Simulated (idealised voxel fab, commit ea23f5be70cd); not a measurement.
process module | voxel gate over fins
295 nm wide, 5 nm square cells: that's cross-section cut.
For the purposes of this document, a cross-section shall be understood as a grid of square cells, specified as bands listed in top-to-bottom order, each band consisting of one or more rows of cells. The entry gives the band's vertical extent as a top height and a bottom height in nm, then its horizontal make-up as materials from left to right, each with a width in nm. "blank" stands for empty space; a single material marked "all across" fills the band edge to edge. Counting heights begins at 0, where everything beneath is, in the wafer as received, one material. The lowest band has no bottom; it goes on downwards, as "0 -> down" shows. Per-row width for "30..40": begins at first number (top row of band), ends at second number (bottom row), increment between rows held constant. "changes: none" for a step: no cell of the cross-section changed in that step. "Trapped cavities" specifies each empty space that is not open to the top and that occupies no fewer than 8 cells, using the form width x height at distance, the distance measured from the left edge and all three quantities in nm. Read whatever lies past the settings on a step's line as the simulator's own remark about the step. For masked steps, "overlay nm" on the step line gives how far right of plan the mask actually lay; a minus sign means it lay to the left.
## Process steps - plan
1: op RECEIVE | material Si
2: op CONFORMAL_DEP | material SiN | thk nm 5
3: op PATTERN | tone cover | mask id FINS | material resist | width nm 15 | pitch nm 35 | thk nm 15 | overlay nm 0
4: op DIRECTIONAL_ETCH | etch materials SiN | depth nm 5
5: op DIRECTIONAL_ETCH | etch materials Si | depth nm 40
6: op STRIP | etch materials resist
7: op FILL_DEP | material SiO2 | thk nm 5
8: op CMP | height nm 5
9: op SELECTIVE_ETCH | etch materials SiO2 | depth nm 20
10: op STRIP | etch materials SiN
11: op CONFORMAL_DEP | material HfO2 | thk nm 5
12: op CONFORMAL_DEP | material TiN | thk nm 5
13: op CONFORMAL_DEP | material TiAl | thk nm 5
14: op CONFORMAL_DEP | material TiN | thk nm 5
15: op FILL_DEP | material W | thk nm 15
16: op CMP | height nm 30
17: op CONFORMAL_DEP | material SiCN | thk nm 10
## So this is the incoming wafer in cross-section - it's already been through step 1
> 0 -> down | Si all across
> Trapped cavities: none
## First wafer of two, sectioned at end of module; run went per plan
> 40 -> 30 | SiCN all across
> 30 -> 20 | W all across
> 20 -> 15 | 65 of W, then 160 of TiN, then 70 of W
> 15 -> 10 | 65 of W, then 5 of TiN, then 150 of TiAl, then 5 of TiN, then 70 of W
> 10 -> 5 | 65 of W, then 5 of TiN, then 5 of TiAl, then 140 of TiN, then 5 of TiAl, then 5 of TiN, then 70 of W
> 5 -> 0 | 70 of TiN, then 5 of TiAl, then 5 of TiN, then 25 of HfO2, then 10 of TiN, then 25 of HfO2, then 10 of TiN, then 25 of HfO2, then 10 of TiN, then 25 of HfO2, then 5 of TiN, then 5 of TiAl, then 75 of TiN
> 0 -> -5 | 75 of TiAl, then 5 of TiN, then 5 of HfO2, then 15 of Si, then 5 of HfO2, then 10 of TiN, then 5 of HfO2, then 15 of Si, then 5 of HfO2, then 10 of TiN, then 5 of HfO2, then 15 of Si, then 5 of HfO2, then 10 of TiN, then 5 of HfO2, then 15 of Si, then 5 of HfO2, then 5 of TiN, then 80 of TiAl
> -5 -> -10 | 80 of TiN, then 5 of HfO2, then 15 of Si, then 5 of HfO2, then 10 of TiN, then 5 of HfO2, then 15 of Si, then 5 of HfO2, then 10 of TiN, then 5 of HfO2, then 15 of Si, then 5 of HfO2, then 10 of TiN, then 5 of HfO2, then 15 of Si, then 5 of HfO2, then 85 of TiN
> -10 -> -15 | 85 of HfO2, then 15 of Si, then 20 of HfO2, then 15 of Si, then 20 of HfO2, then 15 of Si, then 20 of HfO2, then 15 of Si, then 90 of HfO2
> -15 -> -40 | 85 of SiO2, then 15 of Si, then 20 of SiO2, then 15 of Si, then 20 of SiO2, then 15 of Si, then 20 of SiO2, then 15 of Si, then 90 of SiO2
> -40 -> down | Si all across
> Trapped cavities: none
## Cross-sectional image of the second wafer of the two following completion of the module. Starting state and process plan were the same as for the first wafer; one execution error occurred
> 40 -> 30 | SiCN all across
> 30 -> 20 | W all across
> 20 -> 15 | 65 of W, then 165 of TiN, then 65 of W
> 15 -> 10 | 65 of W, then 5 of TiN, then 155 of TiAl, then 5 of TiN, then 65 of W
> 10 -> 5 | 65 of W, then 5 of TiN, then 5 of TiAl, then 145 of TiN, then 5 of TiAl, then 5 of TiN, then 65 of W
> 5 -> 0 | 70 of TiN, then 5 of TiAl, then 5 of TiN, then 30 of HfO2, then 5 of TiN, then 30 of HfO2, then 5 of TiN, then 30 of HfO2, then 5 of TiN, then 30 of HfO2, then 5 of TiN, then 5 of TiAl, then 70 of TiN
> 0 -> -5 | 75 of TiAl, then 5 of TiN, then 5 of HfO2, then 20 of Si, then 5 of HfO2, then 5 of TiN, then 5 of HfO2, then 20 of Si, then 5 of HfO2, then 5 of TiN, then 5 of HfO2, then 20 of Si, then 5 of HfO2, then 5 of TiN, then 5 of HfO2, then 20 of Si, then 5 of HfO2, then 5 of TiN, then 75 of TiAl
> -5 -> -10 | 80 of TiN, then 5 of HfO2, then 20 of Si, then 5 of HfO2, then 5 of TiN, then 5 of HfO2, then 20 of Si, then 5 of HfO2, then 5 of TiN, then 5 of HfO2, then 20 of Si, then 5 of HfO2, then 5 of TiN, then 5 of HfO2, then 20 of Si, then 5 of HfO2, then 80 of TiN
> -10 -> -15 | 85 of HfO2, then 20 of Si, then 15 of HfO2, then 20 of Si, then 15 of HfO2, then 20 of Si, then 15 of HfO2, then 20 of Si, then 85 of HfO2
> -15 -> -40 | 85 of SiO2, then 20 of Si, then 15 of SiO2, then 20 of Si, then 15 of SiO2, then 20 of Si, then 15 of SiO2, then 20 of Si, then 85 of SiO2
> -40 -> down | Si all across
> Trapped cavities: none
What went wrong in running the wafer? step 3 off recipe, ran as op PATTERN | tone cover | mask id FINS | material resist | width nm 20 | pitch nm 35 | thk nm 15 | overlay nm 0
At the finish, the second wafer shows more or fewer cells for some materials than the first does: 32 more of Si, 20 fewer of SiO2, 9 fewer of TiN, 3 fewer of W
